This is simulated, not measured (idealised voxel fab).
process module | voxel wiring stack
cross-section cut | 205 nm wide | cells 5 nm
A cross-section is a grid of square cells, given in bands from the top down. A band is one or more rows of cells.
Each band's line starts with the height of the band's top and of its bottom, in nm. Then come its materials from left to right, each with its width in nm. One material with "throughout" fills the band from edge to edge. "air" is empty space.
Height 0 is the level under which the wafer as received is all one material. The lowest band goes on downwards, as in "0 down".
A width such as "30 to 40" changes by the same amount from each row of cells to the next, from the band's top row to its bottom row.
"no change" after a step means that no cell of the cross-section changed.
closed voids: empty space of 8 cells or more with no open way to the top, each as width x height at its distance from the left edge, in nm
after a step's settings: what the simulator itself notes on the step
overlay nm, on a step with a mask: how far to the right of its planned place the mask lay; to the left if negative
Each pair below shows a cross-section before one step and the cross-section after it, down to the lowest band that changed. The line under each pair gives the step between them, with its settings. The pairs can come from different runs of this module on the same starting wafer, so a pair continues from the pair above only where its "before" says so.
before
  0 down: Si throughout
  closed voids: none
after
  10 to 0: SiO2 throughout
  below 0: unchanged
  closed voids: none
the step between: op CONFORMAL_DEP | material SiO2 | thk nm 10
before: the cross-section after the pair above
after
  15 to 10: SiCN throughout
  below 10: unchanged
  closed voids: none
the step between: op CONFORMAL_DEP | material SiCN | thk nm 5
before: the cross-section after the pair above
after
  40 to 15: lowk throughout
  below 15: unchanged
  closed voids: none
the step between: op DIRECTIONAL_DEP | material lowk | thk nm 25
before: the cross-section after the pair above
after
  55 to 40: aC throughout
  below 40: unchanged
  closed voids: none
the step between: op DIRECTIONAL_DEP | material aC | thk nm 15
before: the cross-section after the pair above
after
  90 to 55: resist 70 | air 20 | resist 25 | air 20 | resist 70
  below 55: unchanged
  closed voids: none
the step between: op PATTERN | tone open | mask id METAL_1 | material resist | width nm 20 | pitch nm 45 | thk nm 35 | overlay nm 0
before: the cross-section after the pair above
after
  75 to 55: resist 70 | air 20 | resist 25 | air 20 | resist 70
  55 to 40: aC 70 | air 20 | aC 25 | air 20 | aC 70
  below 40: unchanged
  closed voids: none
the step between: op DIRECTIONAL_ETCH | etch materials aC | depth nm 15
before: the cross-section after the pair above
after
  55 to 40: aC 70 | air 20 | aC 25 | air 20 | aC 70
  below 40: unchanged
  closed voids: none
the step between: op STRIP | etch materials resist
before: the cross-section after the pair above
after
  55 to 40: aC 70 | air 20 | aC 25 | air 20 | aC 70
  40 to 15: lowk 70 | air 20 | lowk 25 | air 20 | lowk 70
  below 15: unchanged
  closed voids: none
the step between: op DIRECTIONAL_ETCH | etch materials lowk | depth nm 25
before: the cross-section after the pair above
after
  55 to 40: aC 70 | air 20 | aC 25 | air 20 | aC 70
  40 to 15: lowk 70 | air 20 | lowk 25 | air 20 | lowk 70
  15 to 10: SiCN 70 | air 20 | SiCN 25 | air 20 | SiCN 70
  below 10: unchanged
  closed voids: none
the step between: op DIRECTIONAL_ETCH | etch materials SiCN | depth nm 5
before: the cross-section after the pair above
after
  40 to 15: lowk 70 | air 20 | lowk 25 | air 20 | lowk 70
  below 15: unchanged
  closed voids: none
the step between: op STRIP | etch materials aC
before: the cross-section after the pair above
after
  45 to 40: TiN 75 | air 10 | TiN 35 | air 10 | TiN 75
  40 to 15: lowk 70 | TiN 5 | air 10 | TiN 5 | lowk 25 | TiN 5 | air 10 | TiN 5 | lowk 70
  15 to 10: SiCN 70 | TiN 20 | SiCN 25 | TiN 20 | SiCN 70
  below 10: unchanged
  closed voids: none
the step between: op CONFORMAL_DEP | material TiN | thk nm 5
before: the cross-section after the pair above
after
  50 to 45: Ru throughout
  45 to 40: TiN 75 | Ru 10 | TiN 35 | Ru 10 | TiN 75
  40 to 15: lowk 70 | TiN 5 | Ru 10 | TiN 5 | lowk 25 | TiN 5 | Ru 10 | TiN 5 | lowk 70
  below 15: unchanged
  closed voids: none
the step between: op FILL_DEP | material Ru | thk nm 5
before: the cross-section after the pair above
after
  40 to 15: lowk 70 | TiN 5 | Ru 10 | TiN 5 | lowk 25 | TiN 5 | Ru 10 | TiN 5 | lowk 70
  below 15: unchanged
  closed voids: none
the step between: op CMP | height nm 40
before: the cross-section after the pair above
after
  45 to 40: SiCN throughout
  below 40: unchanged
  closed voids: none
the step between: op CONFORMAL_DEP | material SiCN | thk nm 5
before: the cross-section after the pair above
after
  60 to 45: lowk throughout
  below 45: unchanged
  closed voids: none
the step between: op DIRECTIONAL_DEP | material lowk | thk nm 15
before: the cross-section after the pair above
after
  70 to 60: aC throughout
  below 60: unchanged
  closed voids: none
the step between: op DIRECTIONAL_DEP | material aC | thk nm 10
before: the cross-section after the pair above
after
  95 to 70: resist 70 | air 15 | resist 120
  below 70: unchanged
  closed voids: none
the step between: op PATTERN | tone open | mask id PLUG_1 | material resist | width nm 15 | thk nm 25 | overlay nm 0
before: the cross-section after the pair above
after
  85 to 70: resist 70 | air 15 | resist 120
  70 to 60: aC 70 | air 15 | aC 120
  below 60: unchanged
  closed voids: none
the step between: op DIRECTIONAL_ETCH | etch materials aC | depth nm 10
before: the cross-section after the pair above
after
  70 to 60: aC 70 | air 15 | aC 120
  below 60: unchanged
  closed voids: none
the step between: op STRIP | etch materials resist
before: the cross-section after the pair above
after
  70 to 60: aC 70 | air 15 | aC 120
  60 to 45: lowk 70 | air 15 | lowk 120
  below 45: unchanged
  closed voids: none
the step between: op DIRECTIONAL_ETCH | etch materials lowk | depth nm 15
before: the cross-section after the pair above
after
  70 to 60: aC 70 | air 15 | aC 120
  60 to 45: lowk 70 | air 15 | lowk 120
  45 to 40: SiCN 70 | air 15 | SiCN 120
  below 40: unchanged
  closed voids: none
the step between: op DIRECTIONAL_ETCH | etch materials SiCN | depth nm 5
before: the cross-section after the pair above
after
  60 to 45: lowk 70 | air 15 | lowk 120
  below 45: unchanged
  closed voids: none
the step between: op STRIP | etch materials aC
before: the cross-section after the pair above
after
  65 to 60: TiN 75 | air 5 | TiN 125
  60 to 45: lowk 70 | TiN 5 | air 5 | TiN 5 | lowk 120
  45 to 40: SiCN 70 | TiN 15 | SiCN 120
  below 40: unchanged
  closed voids: none
the step between: op CONFORMAL_DEP | material TiN | thk nm 5
before: the cross-section after the pair above
after
  75 to 65: Ru throughout
  65 to 60: TiN 75 | Ru 5 | TiN 125
  60 to 45: lowk 70 | TiN 5 | Ru 5 | TiN 5 | lowk 120
  below 45: unchanged
  closed voids: none
the step between: op FILL_DEP | material Ru | thk nm 10
before: the cross-section after the pair above
after
  60 to 45: lowk 70 | TiN 5 | Ru 5 | TiN 5 | lowk 120
  below 45: unchanged
  closed voids: none
the step between: op CMP | height nm 60
before: the cross-section after the pair above
after
  65 to 60: TiN throughout
  below 60: unchanged
  closed voids: none
the step between: op DIRECTIONAL_DEP | material TiN | thk nm 5
before: the cross-section after the pair above
after
  85 to 65: Ru throughout
  below 65: unchanged
  closed voids: none
the step between: op DIRECTIONAL_DEP | material Ru | thk nm 20
before: the cross-section after the pair above
after
  95 to 85: aC throughout
  below 85: unchanged
  closed voids: none
the step between: op DIRECTIONAL_DEP | material aC | thk nm 10
before: the cross-section after the pair above
after
  120 to 95: air 70 | resist 20 | air 25 | resist 20 | air 70
  below 95: unchanged
  closed voids: none
the step between: op PATTERN | tone cover | mask id METAL_2 | material resist | width nm 20 | pitch nm 45 | thk nm 25 | overlay nm 0
before: the cross-section after the pair above
after
  110 to 95: air 70 | resist 20 | air 25 | resist 20 | air 70
  95 to 85: air 70 | aC 20 | air 25 | aC 20 | air 70
  below 85: unchanged
  closed voids: none
the step between: op DIRECTIONAL_ETCH | etch materials aC | depth nm 10
before: the cross-section after the pair above
after
  95 to 85: air 70 | aC 20 | air 25 | aC 20 | air 70
  below 85: unchanged
  closed voids: none
the step between: op STRIP | etch materials resist
before: the cross-section after the pair above
after
  95 to 85: air 70 | aC 20 | air 25 | aC 20 | air 70
  85 to 65: air 70 | Ru 20 | air 25 | Ru 20 | air 70
  below 65: unchanged
  closed voids: none
the step between: op DIRECTIONAL_ETCH | etch materials Ru | depth nm 20
before: the cross-section after the pair above
after
  95 to 85: air 70 | aC 20 | air 25 | aC 20 | air 70
  85 to 65: air 70 | Ru 20 | air 25 | Ru 20 | air 70
  65 to 60: air 70 | TiN 20 | air 25 | TiN 20 | air 70
  below 60: unchanged
  closed voids: none
the step between: op DIRECTIONAL_ETCH | etch materials TiN | depth nm 5
before: the cross-section after the pair above
after
  85 to 65: air 70 | Ru 20 | air 25 | Ru 20 | air 70
  below 65: unchanged
  closed voids: none
the step between: op STRIP | etch materials aC
before: the cross-section after the pair above
after
  90 to 85: air 65 | SiCN 30 | air 15 | SiCN 30 | air 65
  85 to 65: air 65 | SiCN 5 | Ru 20 | SiCN 5 | air 15 | SiCN 5 | Ru 20 | SiCN 5 | air 65
  65 to 60: SiCN 70 | TiN 20 | SiCN 25 | TiN 20 | SiCN 70
  below 60: unchanged
  closed voids: none
the step between: op CONFORMAL_DEP | material SiCN | thk nm 5
before: the cross-section after the pair above
after
  95 to 90: lowk throughout
  90 to 85: lowk 65 | SiCN 30 | lowk 15 | SiCN 30 | lowk 65
  85 to 65: lowk 65 | SiCN 5 | Ru 20 | SiCN 5 | lowk 15 | SiCN 5 | Ru 20 | SiCN 5 | lowk 65
  below 65: unchanged
  closed voids: none
the step between: op FILL_DEP | material lowk | thk nm 5
before: the cross-section after the pair above
after
  85 to 65: lowk 65 | SiCN 5 | Ru 20 | SiCN 5 | lowk 15 | SiCN 5 | Ru 20 | SiCN 5 | lowk 65
  below 65: unchanged
  closed voids: none
the step between: op CMP | height nm 85
before: the cross-section after the pair above
after
  90 to 85: SiCN throughout
  below 85: unchanged
  closed voids: none
the step between: op CONFORMAL_DEP | material SiCN | thk nm 5
before: the cross-section after the pair above
after
  100 to 90: lowk throughout
  below 90: unchanged
  closed voids: none
the step between: op DIRECTIONAL_DEP | material lowk | thk nm 10
before: the cross-section after the pair above
after
  115 to 100: resist 70 | air 15 | resist 30 | air 15 | resist 75
  below 100: unchanged
  closed voids: none
the step between: op PATTERN | tone open | mask id PLUG_2 | material resist | width nm 15 | pitch nm 45 | thk nm 15 | overlay nm 0
before: the cross-section after the pair above
after
  115 to 100: resist 70 | air 15 | resist 30 | air 15 | resist 75
  100 to 90: lowk 70 | air 15 | lowk 30 | air 15 | lowk 75
  below 90: unchanged
  closed voids: none
the step between: op DIRECTIONAL_ETCH | etch materials lowk | depth nm 10
before: the cross-section after the pair above
after
  115 to 100: resist 70 | air 15 | resist 30 | air 15 | resist 75
  100 to 90: lowk 70 | air 15 | lowk 30 | air 15 | lowk 75
  90 to 85: SiCN 70 | air 15 | SiCN 30 | air 15 | SiCN 75
  below 85: unchanged
  closed voids: none
the step between: op DIRECTIONAL_ETCH | etch materials SiCN | depth nm 5
before: the cross-section after the pair above
after
  100 to 90: lowk 70 | air 15 | lowk 30 | air 15 | lowk 75
  below 90: unchanged
  closed voids: none
the step between: op STRIP | etch materials resist
before: the cross-section after the pair above
after
  105 to 100: TiN 75 | air 5 | TiN 40 | air 5 | TiN 80
  100 to 90: lowk 70 | TiN 5 | air 5 | TiN 5 | lowk 30 | TiN 5 | air 5 | TiN 5 | lowk 75
  90 to 85: SiCN 70 | TiN 15 | SiCN 30 | TiN 15 | SiCN 75
  below 85: unchanged
  closed voids: none
the step between: op CONFORMAL_DEP | material TiN | thk nm 5
before: the cross-section after the pair above
after
  110 to 105: Cu throughout
  105 to 100: TiN 75 | Cu 5 | TiN 40 | Cu 5 | TiN 80
  100 to 90: lowk 70 | TiN 5 | Cu 5 | TiN 5 | lowk 30 | TiN 5 | Cu 5 | TiN 5 | lowk 75
  below 90: unchanged
  closed voids: none
the step between: op FILL_DEP | material Cu | thk nm 5
before: the cross-section after the pair above
after
  100 to 90: lowk 70 | TiN 5 | Cu 5 | TiN 5 | lowk 30 | TiN 5 | Cu 5 | TiN 5 | lowk 75
  below 90: unchanged
  closed voids: none
the step between: op CMP | height nm 100
before: the cross-section after the pair above
after
  105 to 100: TiN throughout
  below 100: unchanged
  closed voids: none
the step between: op DIRECTIONAL_DEP | material TiN | thk nm 5
before: the cross-section after the pair above
after
  120 to 105: Ru throughout
  below 105: unchanged
  closed voids: none
the step between: op DIRECTIONAL_DEP | material Ru | thk nm 15
before: the cross-section after the pair above
after
  135 to 120: aC throughout
  below 120: unchanged
  closed voids: none
the step between: op DIRECTIONAL_DEP | material aC | thk nm 15
before: the cross-section after the pair above
after
  165 to 135: air 70 | resist 20 | air 25 | resist 20 | air 70
  below 135: unchanged
  closed voids: none
the step between: op PATTERN | tone cover | mask id METAL_3 | material resist | width nm 20 | pitch nm 45 | thk nm 30 | overlay nm 0
before: the cross-section after the pair above
after
  150 to 135: air 70 | resist 20 | air 25 | resist 20 | air 70
  135 to 120: air 70 | aC 20 | air 25 | aC 20 | air 70
  below 120: unchanged
  closed voids: none
the step between: op DIRECTIONAL_ETCH | etch materials aC | depth nm 15
before: the cross-section after the pair above
after
  135 to 120: air 70 | aC 20 | air 25 | aC 20 | air 70
  below 120: unchanged
  closed voids: none
the step between: op STRIP | etch materials resist
before: the cross-section after the pair above
after
  135 to 120: air 70 | aC 20 | air 25 | aC 20 | air 70
  120 to 105: air 70 | Ru 20 | air 25 | Ru 20 | air 70
  below 105: unchanged
  closed voids: none
the step between: op DIRECTIONAL_ETCH | etch materials Ru | depth nm 15
before: the cross-section after the pair above
after
  135 to 120: air 70 | aC 20 | air 25 | aC 20 | air 70
  120 to 105: air 70 | Ru 20 | air 25 | Ru 20 | air 70
  105 to 100: air 70 | TiN 20 | air 25 | TiN 20 | air 70
  below 100: unchanged
  closed voids: none
the step between: op DIRECTIONAL_ETCH | etch materials TiN | depth nm 5
before: the cross-section after the pair above
after
  120 to 105: air 70 | Ru 20 | air 25 | Ru 20 | air 70
  below 105: unchanged
  closed voids: none
the step between: op STRIP | etch materials aC
before: the cross-section after the pair above
after
  125 to 120: lowk throughout
  120 to 105: lowk 70 | Ru 20 | lowk 25 | Ru 20 | lowk 70
  105 to 100: lowk 70 | TiN 20 | lowk 25 | TiN 20 | lowk 70
  below 100: unchanged
  closed voids: none
the step between: op FILL_DEP | material lowk | thk nm 5
before: the cross-section after the pair above
after
  120 to 105: lowk 70 | Ru 20 | lowk 25 | Ru 20 | lowk 70
  below 105: unchanged
  closed voids: none
the step between: op CMP | height nm 120
before: the cross-section after the pair above
after
  125 to 120: SiN throughout
  below 120: unchanged
  closed voids: none
the step between: op CONFORMAL_DEP | material SiN | thk nm 5
before
  10 to 0: SiO2 throughout
  0 down: Si throughout
  closed voids: none
after
  35 to 10: lowk throughout
  below 10: unchanged
  closed voids: none
the step between: op DIRECTIONAL_DEP | material lowk | thk nm 25
before: the cross-section after the pair above
after
  50 to 35: aC throughout
  below 35: unchanged
  closed voids: none
the step between: op DIRECTIONAL_DEP | material aC | thk nm 15
before: the cross-section after the pair above
after
  85 to 50: resist 70 | air 20 | resist 25 | air 20 | resist 70
  below 50: unchanged
  closed voids: none
the step between: op PATTERN | tone open | mask id METAL_1 | material resist | width nm 20 | pitch nm 45 | thk nm 35 | overlay nm 0
before: the cross-section after the pair above
after
  70 to 50: resist 70 | air 20 | resist 25 | air 20 | resist 70
  50 to 35: aC 70 | air 20 | aC 25 | air 20 | aC 70
  below 35: unchanged
  closed voids: none
the step between: op DIRECTIONAL_ETCH | etch materials aC | depth nm 15
before: the cross-section after the pair above
after
  50 to 35: aC 70 | air 20 | aC 25 | air 20 | aC 70
  below 35: unchanged
  closed voids: none
the step between: op STRIP | etch materials resist
before: the cross-section after the pair above
after
  50 to 35: aC 70 | air 20 | aC 25 | air 20 | aC 70
  35 to 10: lowk 70 | air 20 | lowk 25 | air 20 | lowk 70
  below 10: unchanged
  closed voids: none
the step between: op DIRECTIONAL_ETCH | etch materials lowk | depth nm 25
before: the cross-section after the pair above
after
  35 to 10: lowk 70 | air 20 | lowk 25 | air 20 | lowk 70
  below 10: unchanged
  closed voids: none
the step between: op STRIP | etch materials aC
before: the cross-section after the pair above
after
  40 to 35: TiN 75 | air 10 | TiN 35 | air 10 | TiN 75
  35 to 15: lowk 70 | TiN 5 | air 10 | TiN 5 | lowk 25 | TiN 5 | air 10 | TiN 5 | lowk 70
  15 to 10: lowk 70 | TiN 20 | lowk 25 | TiN 20 | lowk 70
  below 10: unchanged
  closed voids: none
the step between: op CONFORMAL_DEP | material TiN | thk nm 5
before: the cross-section after the pair above
after
  45 to 40: Ru throughout
  40 to 35: TiN 75 | Ru 10 | TiN 35 | Ru 10 | TiN 75
  35 to 15: lowk 70 | TiN 5 | Ru 10 | TiN 5 | lowk 25 | TiN 5 | Ru 10 | TiN 5 | lowk 70
  below 15: unchanged
  closed voids: none
the step between: op FILL_DEP | material Ru | thk nm 5
before: the cross-section after the pair above
after
  40 to 35: TiN 75 | Ru 10 | TiN 35 | Ru 10 | TiN 75
  below 35: unchanged
  closed voids: none
the step between: op CMP | height nm 40
before: the cross-section after the pair above
after
  45 to 40: SiCN throughout
  below 40: unchanged
  closed voids: none
the step between: op CONFORMAL_DEP | material SiCN | thk nm 5
before: the cross-section after the pair above
after
  60 to 45: lowk throughout
  below 45: unchanged
  closed voids: none
the step between: op DIRECTIONAL_DEP | material lowk | thk nm 15
before: the cross-section after the pair above
after
  70 to 60: aC throughout
  below 60: unchanged
  closed voids: none
the step between: op DIRECTIONAL_DEP | material aC | thk nm 10
before: the cross-section after the pair above
after
  95 to 70: resist 70 | air 15 | resist 120
  below 70: unchanged
  closed voids: none
the step between: op PATTERN | tone open | mask id PLUG_1 | material resist | width nm 15 | thk nm 25 | overlay nm 0
before: the cross-section after the pair above
after
  85 to 70: resist 70 | air 15 | resist 120
  70 to 60: aC 70 | air 15 | aC 120
  below 60: unchanged
  closed voids: none
the step between: op DIRECTIONAL_ETCH | etch materials aC | depth nm 10
before: the cross-section after the pair above
after
  70 to 60: aC 70 | air 15 | aC 120
  below 60: unchanged
  closed voids: none
the step between: op STRIP | etch materials resist
before: the cross-section after the pair above
after
  70 to 60: aC 70 | air 15 | aC 120
  60 to 45: lowk 70 | air 15 | lowk 120
  below 45: unchanged
  closed voids: none
the step between: op DIRECTIONAL_ETCH | etch materials lowk | depth nm 15
before: the cross-section after the pair above
after
  70 to 60: aC 70 | air 15 | aC 120
  60 to 45: lowk 70 | air 15 | lowk 120
  45 to 40: SiCN 70 | air 15 | SiCN 120
  below 40: unchanged
  closed voids: none
the step between: op DIRECTIONAL_ETCH | etch materials SiCN | depth nm 5
before: the cross-section after the pair above
after
  60 to 45: lowk 70 | air 15 | lowk 120
  below 45: unchanged
  closed voids: none
the step between: op STRIP | etch materials aC
before: the cross-section after the pair above
after
  65 to 60: TiN 75 | air 5 | TiN 125
  60 to 45: lowk 70 | TiN 5 | air 5 | TiN 5 | lowk 120
  45 to 40: SiCN 70 | TiN 15 | SiCN 120
  below 40: unchanged
  closed voids: none
the step between: op CONFORMAL_DEP | material TiN | thk nm 5
before: the cross-section after the pair above
after
  75 to 65: Ru throughout
  65 to 60: TiN 75 | Ru 5 | TiN 125
  60 to 45: lowk 70 | TiN 5 | Ru 5 | TiN 5 | lowk 120
  below 45: unchanged
  closed voids: none
the step between: op FILL_DEP | material Ru | thk nm 10
before: the cross-section after the pair above
after
  60 to 45: lowk 70 | TiN 5 | Ru 5 | TiN 5 | lowk 120
  below 45: unchanged
  closed voids: none
the step between: op CMP | height nm 60
before: the cross-section after the pair above
after
  65 to 60: TiN throughout
  below 60: unchanged
  closed voids: none
the step between: op DIRECTIONAL_DEP | material TiN | thk nm 5
before: the cross-section after the pair above
after
  85 to 65: Ru throughout
  below 65: unchanged
  closed voids: none
the step between: op DIRECTIONAL_DEP | material Ru | thk nm 20
before: the cross-section after the pair above
after
  95 to 85: aC throughout
  below 85: unchanged
  closed voids: none
the step between: op DIRECTIONAL_DEP | material aC | thk nm 10
before: the cross-section after the pair above
after
  120 to 95: air 70 | resist 20 | air 25 | resist 20 | air 70
  below 95: unchanged
  closed voids: none
the step between: op PATTERN | tone cover | mask id METAL_2 | material resist | width nm 20 | pitch nm 45 | thk nm 25 | overlay nm 0
before: the cross-section after the pair above
after
  110 to 95: air 70 | resist 20 | air 25 | resist 20 | air 70
  95 to 85: air 70 | aC 20 | air 25 | aC 20 | air 70
  below 85: unchanged
  closed voids: none
the step between: op DIRECTIONAL_ETCH | etch materials aC | depth nm 10
before: the cross-section after the pair above
after
  95 to 85: air 70 | aC 20 | air 25 | aC 20 | air 70
  below 85: unchanged
  closed voids: none
the step between: op STRIP | etch materials resist
before: the cross-section after the pair above
after
  95 to 85: air 70 | aC 20 | air 25 | aC 20 | air 70
  85 to 65: air 70 | Ru 20 | air 25 | Ru 20 | air 70
  below 65: unchanged
  closed voids: none
the step between: op DIRECTIONAL_ETCH | etch materials Ru | depth nm 20
before: the cross-section after the pair above
after
  95 to 85: air 70 | aC 20 | air 25 | aC 20 | air 70
  85 to 65: air 70 | Ru 20 | air 25 | Ru 20 | air 70
  65 to 60: air 70 | TiN 20 | air 25 | TiN 20 | air 70
  below 60: unchanged
  closed voids: none
the step between: op DIRECTIONAL_ETCH | etch materials TiN | depth nm 5
before: the cross-section after the pair above
after
  85 to 65: air 70 | Ru 20 | air 25 | Ru 20 | air 70
  below 65: unchanged
  closed voids: none
the step between: op STRIP | etch materials aC
before: the cross-section after the pair above
after
  90 to 85: air 65 | SiCN 30 | air 15 | SiCN 30 | air 65
  85 to 65: air 65 | SiCN 5 | Ru 20 | SiCN 5 | air 15 | SiCN 5 | Ru 20 | SiCN 5 | air 65
  65 to 60: SiCN 70 | TiN 20 | SiCN 25 | TiN 20 | SiCN 70
  below 60: unchanged
  closed voids: none
the step between: op CONFORMAL_DEP | material SiCN | thk nm 5
before: the cross-section after the pair above
after
  95 to 90: lowk throughout
  90 to 85: lowk 65 | SiCN 30 | lowk 15 | SiCN 30 | lowk 65
  85 to 65: lowk 65 | SiCN 5 | Ru 20 | SiCN 5 | lowk 15 | SiCN 5 | Ru 20 | SiCN 5 | lowk 65
  below 65: unchanged
  closed voids: none
the step between: op FILL_DEP | material lowk | thk nm 5
before: the cross-section after the pair above
after
  85 to 65: lowk 65 | SiCN 5 | Ru 20 | SiCN 5 | lowk 15 | SiCN 5 | Ru 20 | SiCN 5 | lowk 65
  below 65: unchanged
  closed voids: none
the step between: op CMP | height nm 85
before: the cross-section after the pair above
after
  90 to 85: SiCN throughout
  below 85: unchanged
  closed voids: none
the step between: op CONFORMAL_DEP | material SiCN | thk nm 5
before: the cross-section after the pair above
after
  100 to 90: lowk throughout
  below 90: unchanged
  closed voids: none
the step between: op DIRECTIONAL_DEP | material lowk | thk nm 10
before: the cross-section after the pair above
after
  115 to 100: resist 70 | air 15 | resist 30 | air 15 | resist 75
  below 100: unchanged
  closed voids: none
the step between: op PATTERN | tone open | mask id PLUG_2 | material resist | width nm 15 | pitch nm 45 | thk nm 15 | overlay nm 0
before: the cross-section after the pair above
after
  115 to 100: resist 70 | air 15 | resist 30 | air 15 | resist 75
  100 to 90: lowk 70 | air 15 | lowk 30 | air 15 | lowk 75
  below 90: unchanged
  closed voids: none
the step between: op DIRECTIONAL_ETCH | etch materials lowk | depth nm 10
before: the cross-section after the pair above
after
  115 to 100: resist 70 | air 15 | resist 30 | air 15 | resist 75
  100 to 90: lowk 70 | air 15 | lowk 30 | air 15 | lowk 75
  90 to 85: SiCN 70 | air 15 | SiCN 30 | air 15 | SiCN 75
  below 85: unchanged
  closed voids: none
the step between: op DIRECTIONAL_ETCH | etch materials SiCN | depth nm 5
before: the cross-section after the pair above
after
  100 to 90: lowk 70 | air 15 | lowk 30 | air 15 | lowk 75
  below 90: unchanged
  closed voids: none
the step between: op STRIP | etch materials resist
before: the cross-section after the pair above
after
  105 to 100: TiN 75 | air 5 | TiN 40 | air 5 | TiN 80
  100 to 90: lowk 70 | TiN 5 | air 5 | TiN 5 | lowk 30 | TiN 5 | air 5 | TiN 5 | lowk 75
  90 to 85: SiCN 70 | TiN 15 | SiCN 30 | TiN 15 | SiCN 75
  below 85: unchanged
  closed voids: none
the step between: op CONFORMAL_DEP | material TiN | thk nm 5
before: the cross-section after the pair above
after
  110 to 105: Cu throughout
  105 to 100: TiN 75 | Cu 5 | TiN 40 | Cu 5 | TiN 80
  100 to 90: lowk 70 | TiN 5 | Cu 5 | TiN 5 | lowk 30 | TiN 5 | Cu 5 | TiN 5 | lowk 75
  below 90: unchanged
  closed voids: none
the step between: op FILL_DEP | material Cu | thk nm 5
before: the cross-section after the pair above
after
  100 to 90: lowk 70 | TiN 5 | Cu 5 | TiN 5 | lowk 30 | TiN 5 | Cu 5 | TiN 5 | lowk 75
  below 90: unchanged
  closed voids: none
the step between: op CMP | height nm 100
before: the cross-section after the pair above
after
  105 to 100: TiN throughout
  below 100: unchanged
  closed voids: none
the step between: op DIRECTIONAL_DEP | material TiN | thk nm 5
before: the cross-section after the pair above
after
  120 to 105: Ru throughout
  below 105: unchanged
  closed voids: none
the step between: op DIRECTIONAL_DEP | material Ru | thk nm 15
before: the cross-section after the pair above
after
  135 to 120: aC throughout
  below 120: unchanged
  closed voids: none
the step between: op DIRECTIONAL_DEP | material aC | thk nm 15
before: the cross-section after the pair above
after
  165 to 135: air 70 | resist 20 | air 25 | resist 20 | air 70
  below 135: unchanged
  closed voids: none
the step between: op PATTERN | tone cover | mask id METAL_3 | material resist | width nm 20 | pitch nm 45 | thk nm 30 | overlay nm 0
before: the cross-section after the pair above
after
  150 to 135: air 70 | resist 20 | air 25 | resist 20 | air 70
  135 to 120: air 70 | aC 20 | air 25 | aC 20 | air 70
  below 120: unchanged
  closed voids: none
the step between: op DIRECTIONAL_ETCH | etch materials aC | depth nm 15
before: the cross-section after the pair above
after
  135 to 120: air 70 | aC 20 | air 25 | aC 20 | air 70
  below 120: unchanged
  closed voids: none
the step between: op STRIP | etch materials resist
before: the cross-section after the pair above
after
  135 to 120: air 70 | aC 20 | air 25 | aC 20 | air 70
  120 to 105: air 70 | Ru 20 | air 25 | Ru 20 | air 70
  below 105: unchanged
  closed voids: none
the step between: op DIRECTIONAL_ETCH | etch materials Ru | depth nm 15
before: the cross-section after the pair above
after
  135 to 120: air 70 | aC 20 | air 25 | aC 20 | air 70
  120 to 105: air 70 | Ru 20 | air 25 | Ru 20 | air 70
  105 to 100: air 70 | TiN 20 | air 25 | TiN 20 | air 70
  below 100: unchanged
  closed voids: none
the step between: op DIRECTIONAL_ETCH | etch materials TiN | depth nm 5
before: the cross-section after the pair above
after
  120 to 105: air 70 | Ru 20 | air 25 | Ru 20 | air 70
  below 105: unchanged
  closed voids: none
the step between: op STRIP | etch materials aC
before: the cross-section after the pair above
after
  125 to 120: lowk throughout
  120 to 105: lowk 70 | Ru 20 | lowk 25 | Ru 20 | lowk 70
  105 to 100: lowk 70 | TiN 20 | lowk 25 | TiN 20 | lowk 70
  below 100: unchanged
  closed voids: none
the step between: op FILL_DEP | material lowk | thk nm 5
before: the cross-section after the pair above
after
  120 to 105: lowk 70 | Ru 20 | lowk 25 | Ru 20 | lowk 70
  below 105: unchanged
  closed voids: none
the step between: op CMP | height nm 120
before: the cross-section after the pair above
after
  125 to 120: SiN throughout
  below 120: unchanged
  closed voids: none
the step between: op CONFORMAL_DEP | material SiN | thk nm 5
before
  75 to 65: Ru throughout
  65 to 60: TiN 75 | Ru 5 | TiN 125
  60 to 45: lowk 70 | TiN 5 | Ru 5 | TiN 5 | lowk 120
  45 to 40: SiCN 70 | TiN 15 | SiCN 120
  40 to 15: lowk 70 | TiN 5 | Ru 10 | TiN 5 | lowk 25 | TiN 5 | Ru 10 | TiN 5 | lowk 70
  15 to 10: SiCN 70 | TiN 20 | SiCN 25 | TiN 20 | SiCN 70
  10 to 0: SiO2 throughout
  0 down: Si throughout
  closed voids: none
after
  85 to 65: Ru throughout
  below 65: unchanged
  closed voids: none
the step between: op FILL_DEP | material Ru | thk nm 10
before: the cross-section after the pair above
after
  60 to 45: lowk 70 | TiN 5 | Ru 5 | TiN 5 | lowk 120
  below 45: unchanged
  closed voids: none
the step between: op CMP | height nm 60
before
  100 to 90: lowk 70 | TiN 5 | Cu 5 | TiN 5 | lowk 30 | TiN 5 | Cu 5 | TiN 5 | lowk 75
  90 to 85: SiCN 70 | TiN 15 | SiCN 30 | TiN 15 | SiCN 75
  85 to 65: lowk 65 | SiCN 5 | Ru 20 | SiCN 5 | lowk 15 | SiCN 5 | Ru 20 | SiCN 5 | lowk 65
  65 to 60: SiCN 70 | TiN 20 | SiCN 25 | TiN 20 | SiCN 70
  60 to 45: lowk 70 | TiN 5 | Ru 5 | TiN 5 | lowk 120
  45 to 40: SiCN 70 | TiN 15 | SiCN 120
  40 to 15: lowk 70 | TiN 5 | Ru 10 | TiN 5 | lowk 25 | TiN 5 | Ru 10 | TiN 5 | lowk 70
  15 to 10: SiCN 70 | TiN 20 | SiCN 25 | TiN 20 | SiCN 70
  10 to 0: SiO2 throughout
  0 down: Si throughout
  closed voids: none
after
  115 to 100: Ru throughout
  below 100: unchanged
  closed voids: none
the step between: op DIRECTIONAL_DEP | material Ru | thk nm 15
before: the cross-section after the pair above
after
  120 to 115: TiN throughout
  below 115: unchanged
  closed voids: none
the step between: op DIRECTIONAL_DEP | material TiN | thk nm 5
before: the cross-section after the pair above
after
  135 to 120: aC throughout
  below 120: unchanged
  closed voids: none
the step between: op DIRECTIONAL_DEP | material aC | thk nm 15
before: the cross-section after the pair above
after
  165 to 135: air 70 | resist 20 | air 25 | resist 20 | air 70
  below 135: unchanged
  closed voids: none
the step between: op PATTERN | tone cover | mask id METAL_3 | material resist | width nm 20 | pitch nm 45 | thk nm 30 | overlay nm 0
before: the cross-section after the pair above
after
  150 to 135: air 70 | resist 20 | air 25 | resist 20 | air 70
  135 to 120: air 70 | aC 20 | air 25 | aC 20 | air 70
  below 120: unchanged
  closed voids: none
the step between: op DIRECTIONAL_ETCH | etch materials aC | depth nm 15
before: the cross-section after the pair above
after
  135 to 120: air 70 | aC 20 | air 25 | aC 20 | air 70
  below 120: unchanged
  closed voids: none
the step between: op STRIP | etch materials resist
before: the cross-section after the pair above
after
  135 to 120: air 70 | aC 20 | air 25 | aC 20 | air 70
  120 to 115: air 70 | TiN 20 | air 25 | TiN 20 | air 70
  below 115: unchanged
  closed voids: none
the step between: op DIRECTIONAL_ETCH | etch materials TiN | depth nm 5
